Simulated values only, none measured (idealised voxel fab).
Process module under the name voxel wiring stack
Cross-section cut spans 175 nm and uses square cells 5 nm in size.
Notation: cross-section as square-cell grid; stated in bands, top first, going down; one or more cell rows per band. Basically the band line says how high the top is and how high the bottom is, in nm, and then what's in it from left to right, every material with its width in nm. Empty space shows up as "air", and if a single material carries "all across" it runs the full band edge to edge. Heights are expressed relative to 0, this being the level below which the as-received wafer comprises one material exclusively. The lowest band is unbounded in the downward direction and is denoted as in "top 0, no bottom". With a width like "30 to 40", each row of cells in the band differs from the next by the same amount, the top row carrying the first number and the bottom row the second. Step marked "same as before"? Then no cell in the cross-section changed in it. In the "Sealed internal voids" entry, you get each enclosed empty space of 8 cells or more, one with no open way to the top, written width x height at distance, distance from the left edge, in nm. Note: text after step settings on the step line = simulator remark on that step. overlay nm, on a step with a mask: how far to the right of its planned place the mask lay; to the left if negative. Each of the pairs that make up the rest of this document says: here is the cross-section before one process step, here is the cross-section after it, drawn only down to the lowest band that changed, and here, under the pair, is the step lying between them with its settings. Different pairs may come from different runs of this module on the same starting wafer, so a pair continues from the pair above it only where its entry headed "Incoming structure" says so.

Incoming structure:
> top 0, no bottom | Si all across
> Sealed internal voids: none

Post-Process View:
> top 15, bottom 0 | SiO2 all across
> below 0: unchanged
> Sealed internal voids: none
Which process step falls between the two cross-sections above? CONFORMAL_DEP [material SiO2] [thk nm 15]

Incoming structure: no separate figure, the pair right above already shows it after its step.

Post-Process View:
> top 20, bottom 15 | TiN all across
> below 15: unchanged
> Sealed internal voids: none
Which process step falls between the two cross-sections above? DIRECTIONAL_DEP [material TiN] [thk nm 5]

Incoming structure: no separate figure, the pair right above already shows it after its step.

Post-Process View:
> top 35, bottom 20 | Ru all across
> below 20: unchanged
> Sealed internal voids: none
Which process step falls between the two cross-sections above? DIRECTIONAL_DEP [material Ru] [thk nm 15]

Incoming structure: no separate figure, the pair right above already shows it after its step.

Post-Process View:
> top 35, bottom 20 | air 35 nm; Ru 20 nm; air 20 nm; Ru 20 nm; air 20 nm; Ru 20 nm; air 40 nm
> below 20: unchanged
> Sealed internal voids: none
Which process step falls between the two cross-sections above? MASKED_ETCH [tone cover] [mask id METAL_1] [width nm 20] [pitch nm 40] [etch materials Ru] [depth nm 15] [overlay nm 0]

Incoming structure: no separate figure, the pair right above already shows it after its step.

Post-Process View:
> top 35, bottom 20 | air 35 nm; Ru 20 nm; air 20 nm; Ru 20 nm; air 20 nm; Ru 20 nm; air 40 nm
> top 20, bottom 15 | air 35 nm; TiN 20 nm; air 20 nm; TiN 20 nm; air 20 nm; TiN 20 nm; air 40 nm
> below 15: unchanged
> Sealed internal voids: none
Which process step falls between the two cross-sections above? MASKED_ETCH [tone cover] [mask id METAL_1] [width nm 20] [pitch nm 40] [etch materials TiN] [depth nm 5] [overlay nm 0]

Incoming structure: no separate figure, the pair right above already shows it after its step.

Post-Process View:
> top 40, bottom 35 | air 30 nm; SiN 30 nm; air 10 nm; SiN 30 nm; air 10 nm; SiN 30 nm; air 35 nm
> top 35, bottom 20 | air 30 nm; SiN 5 nm; Ru 20 nm; SiN 5 nm; air 10 nm; SiN 5 nm; Ru 20 nm; SiN 5 nm; air 10 nm; SiN 5 nm; Ru 20 nm; SiN 5 nm; air 35 nm
> top 20, bottom 15 | SiN 35 nm; TiN 20 nm; SiN 20 nm; TiN 20 nm; SiN 20 nm; TiN 20 nm; SiN 40 nm
> below 15: unchanged
> Sealed internal voids: none
Which process step falls between the two cross-sections above? CONFORMAL_DEP [material SiN] [thk nm 5]

Incoming structure: no separate figure, the pair right above already shows it after its step.

Post-Process View:
> top 50, bottom 40 | SiO2 all across
> top 40, bottom 35 | SiO2 30 nm; SiN 30 nm; SiO2 10 nm; SiN 30 nm; SiO2 10 nm; SiN 30 nm; SiO2 35 nm
> top 35, bottom 20 | SiO2 30 nm; SiN 5 nm; Ru 20 nm; SiN 5 nm; SiO2 10 nm; SiN 5 nm; Ru 20 nm; SiN 5 nm; SiO2 10 nm; SiN 5 nm; Ru 20 nm; SiN 5 nm; SiO2 35 nm
> below 20: unchanged
> Sealed internal voids: none
Which process step falls between the two cross-sections above? FILL_DEP [material SiO2] [thk nm 10]

Incoming structure: no separate figure, the pair right above already shows it after its step.

Post-Process View:
> top 35, bottom 20 | SiO2 30 nm; SiN 5 nm; Ru 20 nm; SiN 5 nm; SiO2 10 nm; SiN 5 nm; Ru 20 nm; SiN 5 nm; SiO2 10 nm; SiN 5 nm; Ru 20 nm; SiN 5 nm; SiO2 35 nm
> below 20: unchanged
> Sealed internal voids: none
Which process step falls between the two cross-sections above? CMP [height nm 35]

Incoming structure: no separate figure, the pair right above already shows it after its step.

Post-Process View:
> top 40, bottom 35 | SiCN all across
> below 35: unchanged
> Sealed internal voids: none
Which process step falls between the two cross-sections above? CONFORMAL_DEP [material SiCN] [thk nm 5]

Incoming structure: no separate figure, the pair right above already shows it after its step.

Post-Process View:
> top 60, bottom 40 | SiO2 all across
> below 40: unchanged
> Sealed internal voids: none
Which process step falls between the two cross-sections above? DIRECTIONAL_DEP [material SiO2] [thk nm 20]

Incoming structure: no separate figure, the pair right above already shows it after its step.

Post-Process View:
> top 70, bottom 60 | aC all across
> below 60: unchanged
> Sealed internal voids: none
Which process step falls between the two cross-sections above? DIRECTIONAL_DEP [material aC] [thk nm 10]

Incoming structure: no separate figure, the pair right above already shows it after its step.

Post-Process View:
> top 100, bottom 70 | resist 35 nm; air 15 nm; resist 65 nm; air 15 nm; resist 45 nm
> below 70: unchanged
> Sealed internal voids: none
Which process step falls between the two cross-sections above? PATTERN [tone open] [mask id PLUG_1] [material resist] [width nm 15] [pitch nm 80] [thk nm 30] [overlay nm 0]

Incoming structure: no separate figure, the pair right above already shows it after its step.

Post-Process View:
> top 90, bottom 70 | resist 35 nm; air 15 nm; resist 65 nm; air 15 nm; resist 45 nm
> top 70, bottom 60 | aC 35 nm; air 15 nm; aC 65 nm; air 15 nm; aC 45 nm
> below 60: unchanged
> Sealed internal voids: none
Which process step falls between the two cross-sections above? DIRECTIONAL_ETCH [etch materials aC] [depth nm 10]

Incoming structure: no separate figure, the pair right above already shows it after its step.

Post-Process View:
> top 70, bottom 60 | aC 35 nm; air 15 nm; aC 65 nm; air 15 nm; aC 45 nm
> below 60: unchanged
> Sealed internal voids: none
Which process step falls between the two cross-sections above? STRIP [etch materials resist]

Incoming structure: no separate figure, the pair right above already shows it after its step.

Post-Process View:
> top 70, bottom 60 | aC 35 nm; air 15 nm; aC 65 nm; air 15 nm; aC 45 nm
> top 60, bottom 40 | SiO2 35 nm; air 15 nm; SiO2 65 nm; air 15 nm; SiO2 45 nm
> below 40: unchanged
> Sealed internal voids: none
Which process step falls between the two cross-sections above? DIRECTIONAL_ETCH [etch materials SiO2] [depth nm 20]

Incoming structure: no separate figure, the pair right above already shows it after its step.

Post-Process View:
> top 70, bottom 60 | aC 35 nm; air 15 nm; aC 65 nm; air 15 nm; aC 45 nm
> top 60, bottom 40 | SiO2 35 nm; air 15 nm; SiO2 65 nm; air 15 nm; SiO2 45 nm
> top 40, bottom 35 | SiCN 35 nm; air 15 nm; SiCN 65 nm; air 15 nm; SiCN 45 nm
> below 35: unchanged
> Sealed internal voids: none
Which process step falls between the two cross-sections above? DIRECTIONAL_ETCH [etch materials SiCN] [depth nm 5]

Incoming structure: no separate figure, the pair right above already shows it after its step.

Post-Process View:
> top 60, bottom 40 | SiO2 35 nm; air 15 nm; SiO2 65 nm; air 15 nm; SiO2 45 nm
> below 40: unchanged
> Sealed internal voids: none
Which process step falls between the two cross-sections above? STRIP [etch materials aC]

Incoming structure: no separate figure, the pair right above already shows it after its step.

Post-Process View:
> top 65, bottom 60 | TiN 40 nm; air 5 nm; TiN 75 nm; air 5 nm; TiN 50 nm
> top 60, bottom 40 | SiO2 35 nm; TiN 5 nm; air 5 nm; TiN 5 nm; SiO2 65 nm; TiN 5 nm; air 5 nm; TiN 5 nm; SiO2 45 nm
> top 40, bottom 35 | SiCN 35 nm; TiN 15 nm; SiCN 65 nm; TiN 15 nm; SiCN 45 nm
> below 35: unchanged
> Sealed internal voids: none
Which process step falls between the two cross-sections above? CONFORMAL_DEP [material TiN] [thk nm 5]

Incoming structure: no separate figure, the pair right above already shows it after its step.

Post-Process View:
> top 70, bottom 65 | Ru all across
> top 65, bottom 60 | TiN 40 nm; Ru 5 nm; TiN 75 nm; Ru 5 nm; TiN 50 nm
> top 60, bottom 40 | SiO2 35 nm; TiN 5 nm; Ru 5 nm; TiN 5 nm; SiO2 65 nm; TiN 5 nm; Ru 5 nm; TiN 5 nm; SiO2 45 nm
> below 40: unchanged
> Sealed internal voids: none
Which process step falls between the two cross-sections above? FILL_DEP [material Ru] [thk nm 5]

Incoming structure: no separate figure, the pair right above already shows it after its step.

Post-Process View:
> top 60, bottom 40 | SiO2 35 nm; TiN 5 nm; Ru 5 nm; TiN 5 nm; SiO2 65 nm; TiN 5 nm; Ru 5 nm; TiN 5 nm; SiO2 45 nm
> below 40: unchanged
> Sealed internal voids: none
Which process step falls between the two cross-sections above? CMP [height nm 60]

Incoming structure: no separate figure, the pair right above already shows it after its step.

Post-Process View:
> top 65, bottom 60 | SiCN all across
> below 60: unchanged
> Sealed internal voids: none
Which process step falls between the two cross-sections above? CONFORMAL_DEP [material SiCN] [thk nm 5]

Incoming structure: no separate figure, the pair right above already shows it after its step.

Post-Process View:
> top 80, bottom 65 | SiO2 all across
> below 65: unchanged
> Sealed internal voids: none
Which process step falls between the two cross-sections above? DIRECTIONAL_DEP [material SiO2] [thk nm 15]

Incoming structure: no separate figure, the pair right above already shows it after its step.

Post-Process View:
> top 80, bottom 65 | SiO2 35 nm; air 20 nm; SiO2 20 nm; air 20 nm; SiO2 20 nm; air 20 nm; SiO2 40 nm
> below 65: unchanged
> Sealed internal voids: none
Which process step falls between the two cross-sections above? MASKED_ETCH [tone open] [mask id METAL_2] [width nm 20] [pitch nm 40] [etch materials SiO2] [depth nm 15] [overlay nm 0]

Incoming structure: no separate figure, the pair right above already shows it after its step.

Post-Process View:
> top 80, bottom 65 | SiO2 35 nm; air 20 nm; SiO2 20 nm; air 20 nm; SiO2 20 nm; air 20 nm; SiO2 40 nm
> top 65, bottom 60 | SiCN 35 nm; air 20 nm; SiCN 20 nm; air 20 nm; SiCN 20 nm; air 20 nm; SiCN 40 nm
> below 60: unchanged
> Sealed internal voids: none
Which process step falls between the two cross-sections above? MASKED_ETCH [tone open] [mask id METAL_2] [width nm 20] [pitch nm 40] [etch materials SiCN] [depth nm 5] [overlay nm 0]

Incoming structure: no separate figure, the pair right above already shows it after its step.

Post-Process View:
> top 85, bottom 80 | TiN 40 nm; air 10 nm; TiN 30 nm; air 10 nm; TiN 30 nm; air 10 nm; TiN 45 nm
> top 80, bottom 65 | SiO2 35 nm; TiN 5 nm; air 10 nm; TiN 5 nm; SiO2 20 nm; TiN 5 nm; air 10 nm; TiN 5 nm; SiO2 20 nm; TiN 5 nm; air 10 nm; TiN 5 nm; SiO2 40 nm
> top 65, bottom 60 | SiCN 35 nm; TiN 20 nm; SiCN 20 nm; TiN 20 nm; SiCN 20 nm; TiN 20 nm; SiCN 40 nm
> below 60: unchanged
> Sealed internal voids: none
Which process step falls between the two cross-sections above? CONFORMAL_DEP [material TiN] [thk nm 5]

Incoming structure: no separate figure, the pair right above already shows it after its step.

Post-Process View:
> top 90, bottom 85 | Ru all across
> top 85, bottom 80 | TiN 40 nm; Ru 10 nm; TiN 30 nm; Ru 10 nm; TiN 30 nm; Ru 10 nm; TiN 45 nm
> top 80, bottom 65 | SiO2 35 nm; TiN 5 nm; Ru 10 nm; TiN 5 nm; SiO2 20 nm; TiN 5 nm; Ru 10 nm; TiN 5 nm; SiO2 20 nm; TiN 5 nm; Ru 10 nm; TiN 5 nm; SiO2 40 nm
> below 65: unchanged
> Sealed internal voids: none
Which process step falls between the two cross-sections above? FILL_DEP [material Ru] [thk nm 5]

Incoming structure: no separate figure, the pair right above already shows it after its step.

Post-Process View:
> top 80, bottom 65 | SiO2 35 nm; TiN 5 nm; Ru 10 nm; TiN 5 nm; SiO2 20 nm; TiN 5 nm; Ru 10 nm; TiN 5 nm; SiO2 20 nm; TiN 5 nm; Ru 10 nm; TiN 5 nm; SiO2 40 nm
> below 65: unchanged
> Sealed internal voids: none
Which process step falls between the two cross-sections above? CMP [height nm 80]

Incoming structure: no separate figure, the pair right above already shows it after its step.

Post-Process View:
> top 85, bottom 80 | SiCN all across
> below 80: unchanged
> Sealed internal voids: none
Which process step falls between the two cross-sections above? CONFORMAL_DEP [material SiCN] [thk nm 5]

Incoming structure:
> top 20, bottom 15 | TiN all across
> top 15, bottom 0 | SiO2 all across
> top 0, no bottom | Si all across
> Sealed internal voids: none

Post-Process View:
> top 20, bottom 15 | air 35 nm; TiN 20 nm; air 20 nm; TiN 20 nm; air 20 nm; TiN 20 nm; air 40 nm
> below 15: unchanged
> Sealed internal voids: none
Which process step falls between the two cross-sections above? MASKED_ETCH [tone cover] [mask id METAL_1] [width nm 20] [pitch nm 40] [etch materials TiN] [depth nm 5] [overlay nm 0]

Incoming structure: no separate figure, the pair right above already shows it after its step.

Post-Process View:
> top 25, bottom 20 | air 30 nm; SiN 30 nm; air 10 nm; SiN 30 nm; air 10 nm; SiN 30 nm; air 35 nm
> top 20, bottom 15 | SiN 35 nm; TiN 20 nm; SiN 20 nm; TiN 20 nm; SiN 20 nm; TiN 20 nm; SiN 40 nm
> below 15: unchanged
> Sealed internal voids: none
Which process step falls between the two cross-sections above? CONFORMAL_DEP [material SiN] [thk nm 5]

Incoming structure: no separate figure, the pair right above already shows it after its step.

Post-Process View:
> top 35, bottom 25 | SiO2 all across
> top 25, bottom 20 | SiO2 30 nm; SiN 30 nm; SiO2 10 nm; SiN 30 nm; SiO2 10 nm; SiN 30 nm; SiO2 35 nm
> below 20: unchanged
> Sealed internal voids: none
Which process step falls between the two cross-sections above? FILL_DEP [material SiO2] [thk nm 10]

Incoming structure: no separate figure, the pair right above already shows it after its step.

Post-Process View:
> top 40, bottom 35 | SiCN all across
> below 35: unchanged
> Sealed internal voids: none
Which process step falls between the two cross-sections above? CONFORMAL_DEP [material SiCN] [thk nm 5]

Incoming structure: no separate figure, the pair right above already shows it after its step.

Post-Process View:
> top 60, bottom 40 | SiO2 all across
> below 40: unchanged
> Sealed internal voids: none
Which process step falls between the two cross-sections above? DIRECTIONAL_DEP [material SiO2] [thk nm 20]

Incoming structure: no separate figure, the pair right above already shows it after its step.

Post-Process View:
> top 70, bottom 60 | aC all across
> below 60: unchanged
> Sealed internal voids: none
Which process step falls between the two cross-sections above? DIRECTIONAL_DEP [material aC] [thk nm 10]

Incoming structure: no separate figure, the pair right above already shows it after its step.

Post-Process View:
> top 100, bottom 70 | resist 35 nm; air 15 nm; resist 65 nm; air 15 nm; resist 45 nm
> below 70: unchanged
> Sealed internal voids: none
Which process step falls between the two cross-sections above? PATTERN [tone open] [mask id PLUG_1] [material resist] [width nm 15] [pitch nm 80] [thk nm 30] [overlay nm 0]

Incoming structure: no separate figure, the pair right above already shows it after its step.

Post-Process View:
> top 90, bottom 70 | resist 35 nm; air 15 nm; resist 65 nm; air 15 nm; resist 45 nm
> top 70, bottom 60 | aC 35 nm; air 15 nm; aC 65 nm; air 15 nm; aC 45 nm
> below 60: unchanged
> Sealed internal voids: none
Which process step falls between the two cross-sections above? DIRECTIONAL_ETCH [etch materials aC] [depth nm 10]

Incoming structure: no separate figure, the pair right above already shows it after its step.

Post-Process View:
> top 70, bottom 60 | aC 35 nm; air 15 nm; aC 65 nm; air 15 nm; aC 45 nm
> below 60: unchanged
> Sealed internal voids: none
Which process step falls between the two cross-sections above? STRIP [etch materials resist]

Incoming structure: no separate figure, the pair right above already shows it after its step.

Post-Process View:
> top 70, bottom 60 | aC 35 nm; air 15 nm; aC 65 nm; air 15 nm; aC 45 nm
> top 60, bottom 40 | SiO2 35 nm; air 15 nm; SiO2 65 nm; air 15 nm; SiO2 45 nm
> below 40: unchanged
> Sealed internal voids: none
Which process step falls between the two cross-sections above? DIRECTIONAL_ETCH [etch materials SiO2] [depth nm 20]

Incoming structure: no separate figure, the pair right above already shows it after its step.

Post-Process View:
> top 70, bottom 60 | aC 35 nm; air 15 nm; aC 65 nm; air 15 nm; aC 45 nm
> top 60, bottom 40 | SiO2 35 nm; air 15 nm; SiO2 65 nm; air 15 nm; SiO2 45 nm
> top 40, bottom 35 | SiCN 35 nm; air 15 nm; SiCN 65 nm; air 15 nm; SiCN 45 nm
> below 35: unchanged
> Sealed internal voids: none
Which process step falls between the two cross-sections above? DIRECTIONAL_ETCH [etch materials SiCN] [depth nm 5]

Incoming structure: no separate figure, the pair right above already shows it after its step.

Post-Process View:
> top 60, bottom 40 | SiO2 35 nm; air 15 nm; SiO2 65 nm; air 15 nm; SiO2 45 nm
> below 40: unchanged
> Sealed internal voids: none
Which process step falls between the two cross-sections above? STRIP [etch materials aC]

Incoming structure: no separate figure, the pair right above already shows it after its step.

Post-Process View:
> top 65, bottom 60 | TiN 40 nm; air 5 nm; TiN 75 nm; air 5 nm; TiN 50 nm
> top 60, bottom 40 | SiO2 35 nm; TiN 5 nm; air 5 nm; TiN 5 nm; SiO2 65 nm; TiN 5 nm; air 5 nm; TiN 5 nm; SiO2 45 nm
> top 40, bottom 35 | SiCN 35 nm; TiN 15 nm; SiCN 65 nm; TiN 15 nm; SiCN 45 nm
> below 35: unchanged
> Sealed internal voids: none
Which process step falls between the two cross-sections above? CONFORMAL_DEP [material TiN] [thk nm 5]

Incoming structure: no separate figure, the pair right above already shows it after its step.

Post-Process View:
> top 70, bottom 65 | Ru all across
> top 65, bottom 60 | TiN 40 nm; Ru 5 nm; TiN 75 nm; Ru 5 nm; TiN 50 nm
> top 60, bottom 40 | SiO2 35 nm; TiN 5 nm; Ru 5 nm; TiN 5 nm; SiO2 65 nm; TiN 5 nm; Ru 5 nm; TiN 5 nm; SiO2 45 nm
> below 40: unchanged
> Sealed internal voids: none
Which process step falls between the two cross-sections above? FILL_DEP [material Ru] [thk nm 5]

Incoming structure: no separate figure, the pair right above already shows it after its step.

Post-Process View:
> top 60, bottom 40 | SiO2 35 nm; TiN 5 nm; Ru 5 nm; TiN 5 nm; SiO2 65 nm; TiN 5 nm; Ru 5 nm; TiN 5 nm; SiO2 45 nm
> below 40: unchanged
> Sealed internal voids: none
Which process step falls between the two cross-sections above? CMP [height nm 60]

Incoming structure: no separate figure, the pair right above already shows it after its step.

Post-Process View:
> top 65, bottom 60 | SiCN all across
> below 60: unchanged
> Sealed internal voids: none
Which process step falls between the two cross-sections above? CONFORMAL_DEP [material SiCN] [thk nm 5]

Incoming structure: no separate figure, the pair right above already shows it after its step.

Post-Process View:
> top 80, bottom 65 | SiO2 all across
> below 65: unchanged
> Sealed internal voids: none
Which process step falls between the two cross-sections above? DIRECTIONAL_DEP [material SiO2] [thk nm 15]

Incoming structure: no separate figure, the pair right above already shows it after its step.

Post-Process View:
> top 80, bottom 65 | SiO2 35 nm; air 20 nm; SiO2 20 nm; air 20 nm; SiO2 20 nm; air 20 nm; SiO2 40 nm
> below 65: unchanged
> Sealed internal voids: none
Which process step falls between the two cross-sections above? MASKED_ETCH [tone open] [mask id METAL_2] [width nm 20] [pitch nm 40] [etch materials SiO2] [depth nm 15] [overlay nm 0]

Incoming structure: no separate figure, the pair right above already shows it after its step.

Post-Process View:
> top 80, bottom 65 | SiO2 35 nm; air 20 nm; SiO2 20 nm; air 20 nm; SiO2 20 nm; air 20 nm; SiO2 40 nm
> top 65, bottom 60 | SiCN 35 nm; air 20 nm; SiCN 20 nm; air 20 nm; SiCN 20 nm; air 20 nm; SiCN 40 nm
> below 60: unchanged
> Sealed internal voids: none
Which process step falls between the two cross-sections above? MASKED_ETCH [tone open] [mask id METAL_2] [width nm 20] [pitch nm 40] [etch materials SiCN] [depth nm 5] [overlay nm 0]

Incoming structure: no separate figure, the pair right above already shows it after its step.

Post-Process View:
> top 85, bottom 80 | TiN 40 nm; air 10 nm; TiN 30 nm; air 10 nm; TiN 30 nm; air 10 nm; TiN 45 nm
> top 80, bottom 65 | SiO2 35 nm; TiN 5 nm; air 10 nm; TiN 5 nm; SiO2 20 nm; TiN 5 nm; air 10 nm; TiN 5 nm; SiO2 20 nm; TiN 5 nm; air 10 nm; TiN 5 nm; SiO2 40 nm
> top 65, bottom 60 | SiCN 35 nm; TiN 20 nm; SiCN 20 nm; TiN 20 nm; SiCN 20 nm; TiN 20 nm; SiCN 40 nm
> below 60: unchanged
> Sealed internal voids: none
Which process step falls between the two cross-sections above? CONFORMAL_DEP [material TiN] [thk nm 5]

Incoming structure: no separate figure, the pair right above already shows it after its step.

Post-Process View:
> top 90, bottom 85 | Ru all across
> top 85, bottom 80 | TiN 40 nm; Ru 10 nm; TiN 30 nm; Ru 10 nm; TiN 30 nm; Ru 10 nm; TiN 45 nm
> top 80, bottom 65 | SiO2 35 nm; TiN 5 nm; Ru 10 nm; TiN 5 nm; SiO2 20 nm; TiN 5 nm; Ru 10 nm; TiN 5 nm; SiO2 20 nm; TiN 5 nm; Ru 10 nm; TiN 5 nm; SiO2 40 nm
> below 65: unchanged
> Sealed internal voids: none
Which process step falls between the two cross-sections above? FILL_DEP [material Ru] [thk nm 5]

Incoming structure: no separate figure, the pair right above already shows it after its step.

Post-Process View:
> top 80, bottom 65 | SiO2 35 nm; TiN 5 nm; Ru 10 nm; TiN 5 nm; SiO2 20 nm; TiN 5 nm; Ru 10 nm; TiN 5 nm; SiO2 20 nm; TiN 5 nm; Ru 10 nm; TiN 5 nm; SiO2 40 nm
> below 65: unchanged
> Sealed internal voids: none
Which process step falls between the two cross-sections above? CMP [height nm 80]

Incoming structure: no separate figure, the pair right above already shows it after its step.

Post-Process View:
> top 85, bottom 80 | SiCN all across
> below 80: unchanged
> Sealed internal voids: none
Which process step falls between the two cross-sections above? CONFORMAL_DEP [material SiCN] [thk nm 5]

Incoming structure:
> top 15, bottom 0 | SiO2 all across
> top 0, no bottom | Si all across
> Sealed internal voids: none

Post-Process View:
> top 30, bottom 0 | SiO2 all across
> below 0: unchanged
> Sealed internal voids: none
Which process step falls between the two cross-sections above? CONFORMAL_DEP [material SiO2] [thk nm 15]

Incoming structure: no separate figure, the pair right above already shows it after its step.

Post-Process View:
> top 35, bottom 30 | TiN all across
> below 30: unchanged
> Sealed internal voids: none
Which process step falls between the two cross-sections above? DIRECTIONAL_DEP [material TiN] [thk nm 5]

Incoming structure: no separate figure, the pair right above already shows it after its step.

Post-Process View:
> top 50, bottom 35 | Ru all across
> below 35: unchanged
> Sealed internal voids: none
Which process step falls between the two cross-sections above? DIRECTIONAL_DEP [material Ru] [thk nm 15]

Incoming structure: no separate figure, the pair right above already shows it after its step.

Post-Process View:
> top 50, bottom 35 | air 35 nm; Ru 20 nm; air 20 nm; Ru 20 nm; air 20 nm; Ru 20 nm; air 40 nm
> below 35: unchanged
> Sealed internal voids: none
Which process step falls between the two cross-sections above? MASKED_ETCH [tone cover] [mask id METAL_1] [width nm 20] [pitch nm 40] [etch materials Ru] [depth nm 15] [overlay nm 0]

Incoming structure: no separate figure, the pair right above already shows it after its step.

Post-Process View:
> top 50, bottom 35 | air 35 nm; Ru 20 nm; air 20 nm; Ru 20 nm; air 20 nm; Ru 20 nm; air 40 nm
> top 35, bottom 30 | air 35 nm; TiN 20 nm; air 20 nm; TiN 20 nm; air 20 nm; TiN 20 nm; air 40 nm
> below 30: unchanged
> Sealed internal voids: none
Which process step falls between the two cross-sections above? MASKED_ETCH [tone cover] [mask id METAL_1] [width nm 20] [pitch nm 40] [etch materials TiN] [depth nm 5] [overlay nm 0]

Incoming structure: no separate figure, the pair right above already shows it after its step.

Post-Process View:
> top 55, bottom 50 | air 30 nm; SiN 30 nm; air 10 nm; SiN 30 nm; air 10 nm; SiN 30 nm; air 35 nm
> top 50, bottom 35 | air 30 nm; SiN 5 nm; Ru 20 nm; SiN 5 nm; air 10 nm; SiN 5 nm; Ru 20 nm; SiN 5 nm; air 10 nm; SiN 5 nm; Ru 20 nm; SiN 5 nm; air 35 nm
> top 35, bottom 30 | SiN 35 nm; TiN 20 nm; SiN 20 nm; TiN 20 nm; SiN 20 nm; TiN 20 nm; SiN 40 nm
> below 30: unchanged
> Sealed internal voids: none
Which process step falls between the two cross-sections above? CONFORMAL_DEP [material SiN] [thk nm 5]

Incoming structure: no separate figure, the pair right above already shows it after its step.

Post-Process View:
> top 65, bottom 55 | SiO2 all across
> top 55, bottom 50 | SiO2 30 nm; SiN 30 nm; SiO2 10 nm; SiN 30 nm; SiO2 10 nm; SiN 30 nm; SiO2 35 nm
> top 50, bottom 35 | SiO2 30 nm; SiN 5 nm; Ru 20 nm; SiN 5 nm; SiO2 10 nm; SiN 5 nm; Ru 20 nm; SiN 5 nm; SiO2 10 nm; SiN 5 nm; Ru 20 nm; SiN 5 nm; SiO2 35 nm
> below 35: unchanged
> Sealed internal voids: none
Which process step falls between the two cross-sections above? FILL_DEP [material SiO2] [thk nm 10]

Incoming structure: no separate figure, the pair right above already shows it after its step.

Post-Process View:
> top 35, bottom 30 | SiN 35 nm; TiN 20 nm; SiN 20 nm; TiN 20 nm; SiN 20 nm; TiN 20 nm; SiN 40 nm
> below 30: unchanged
> Sealed internal voids: none
Which process step falls between the two cross-sections above? CMP [height nm 35]

Incoming structure: no separate figure, the pair right above already shows it after its step.

Post-Process View:
> top 40, bottom 35 | SiCN all across
> below 35: unchanged
> Sealed internal voids: none
Which process step falls between the two cross-sections above? CONFORMAL_DEP [material SiCN] [thk nm 5]

Incoming structure: no separate figure, the pair right above already shows it after its step.

Post-Process View:
> top 60, bottom 40 | SiO2 all across
> below 40: unchanged
> Sealed internal voids: none
Which process step falls between the two cross-sections above? DIRECTIONAL_DEP [material SiO2] [thk nm 20]

Incoming structure: no separate figure, the pair right above already shows it after its step.

Post-Process View:
> top 70, bottom 60 | aC all across
> below 60: unchanged
> Sealed internal voids: none
Which process step falls between the two cross-sections above? DIRECTIONAL_DEP [material aC] [thk nm 10]

Incoming structure: no separate figure, the pair right above already shows it after its step.

Post-Process View:
> top 100, bottom 70 | resist 35 nm; air 15 nm; resist 65 nm; air 15 nm; resist 45 nm
> below 70: unchanged
> Sealed internal voids: none
Which process step falls between the two cross-sections above? PATTERN [tone open] [mask id PLUG_1] [material resist] [width nm 15] [pitch nm 80] [thk nm 30] [overlay nm 0]

Incoming structure: no separate figure, the pair right above already shows it after its step.

Post-Process View:
> top 90, bottom 70 | resist 35 nm; air 15 nm; resist 65 nm; air 15 nm; resist 45 nm
> top 70, bottom 60 | aC 35 nm; air 15 nm; aC 65 nm; air 15 nm; aC 45 nm
> below 60: unchanged
> Sealed internal voids: none
Which process step falls between the two cross-sections above? DIRECTIONAL_ETCH [etch materials aC] [depth nm 10]

Incoming structure: no separate figure, the pair right above already shows it after its step.

Post-Process View:
> top 70, bottom 60 | aC 35 nm; air 15 nm; aC 65 nm; air 15 nm; aC 45 nm
> below 60: unchanged
> Sealed internal voids: none
Which process step falls between the two cross-sections above? STRIP [etch materials resist]

Incoming structure: no separate figure, the pair right above already shows it after its step.

Post-Process View:
> top 70, bottom 60 | aC 35 nm; air 15 nm; aC 65 nm; air 15 nm; aC 45 nm
> top 60, bottom 40 | SiO2 35 nm; air 15 nm; SiO2 65 nm; air 15 nm; SiO2 45 nm
> below 40: unchanged
> Sealed internal voids: none
Which process step falls between the two cross-sections above? DIRECTIONAL_ETCH [etch materials SiO2] [depth nm 20]

Incoming structure: no separate figure, the pair right above already shows it after its step.

Post-Process View:
> top 70, bottom 60 | aC 35 nm; air 15 nm; aC 65 nm; air 15 nm; aC 45 nm
> top 60, bottom 40 | SiO2 35 nm; air 15 nm; SiO2 65 nm; air 15 nm; SiO2 45 nm
> top 40, bottom 35 | SiCN 35 nm; air 15 nm; SiCN 65 nm; air 15 nm; SiCN 45 nm
> below 35: unchanged
> Sealed internal voids: none
Which process step falls between the two cross-sections above? DIRECTIONAL_ETCH [etch materials SiCN] [depth nm 5]

Incoming structure: no separate figure, the pair right above already shows it after its step.

Post-Process View:
> top 60, bottom 40 | SiO2 35 nm; air 15 nm; SiO2 65 nm; air 15 nm; SiO2 45 nm
> below 40: unchanged
> Sealed internal voids: none
Which process step falls between the two cross-sections above? STRIP [etch materials aC]

Incoming structure: no separate figure, the pair right above already shows it after its step.

Post-Process View:
> top 65, bottom 60 | TiN 40 nm; air 5 nm; TiN 75 nm; air 5 nm; TiN 50 nm
> top 60, bottom 40 | SiO2 35 nm; TiN 5 nm; air 5 nm; TiN 5 nm; SiO2 65 nm; TiN 5 nm; air 5 nm; TiN 5 nm; SiO2 45 nm
> top 40, bottom 35 | SiCN 35 nm; TiN 15 nm; SiCN 65 nm; TiN 15 nm; SiCN 45 nm
> below 35: unchanged
> Sealed internal voids: none
Which process step falls between the two cross-sections above? CONFORMAL_DEP [material TiN] [thk nm 5]

Incoming structure: no separate figure, the pair right above already shows it after its step.

Post-Process View:
> top 70, bottom 65 | Ru all across
> top 65, bottom 60 | TiN 40 nm; Ru 5 nm; TiN 75 nm; Ru 5 nm; TiN 50 nm
> top 60, bottom 40 | SiO2 35 nm; TiN 5 nm; Ru 5 nm; TiN 5 nm; SiO2 65 nm; TiN 5 nm; Ru 5 nm; TiN 5 nm; SiO2 45 nm
> below 40: unchanged
> Sealed internal voids: none
Which process step falls between the two cross-sections above? FILL_DEP [material Ru] [thk nm 5]

Incoming structure: no separate figure, the pair right above already shows it after its step.

Post-Process View:
> top 60, bottom 40 | SiO2 35 nm; TiN 5 nm; Ru 5 nm; TiN 5 nm; SiO2 65 nm; TiN 5 nm; Ru 5 nm; TiN 5 nm; SiO2 45 nm
> below 40: unchanged
> Sealed internal voids: none
Which process step falls between the two cross-sections above? CMP [height nm 60]

Incoming structure: no separate figure, the pair right above already shows it after its step.

Post-Process View:
> top 65, bottom 60 | SiCN all across
> below 60: unchanged
> Sealed internal voids: none
Which process step falls between the two cross-sections above? CONFORMAL_DEP [material SiCN] [thk nm 5]
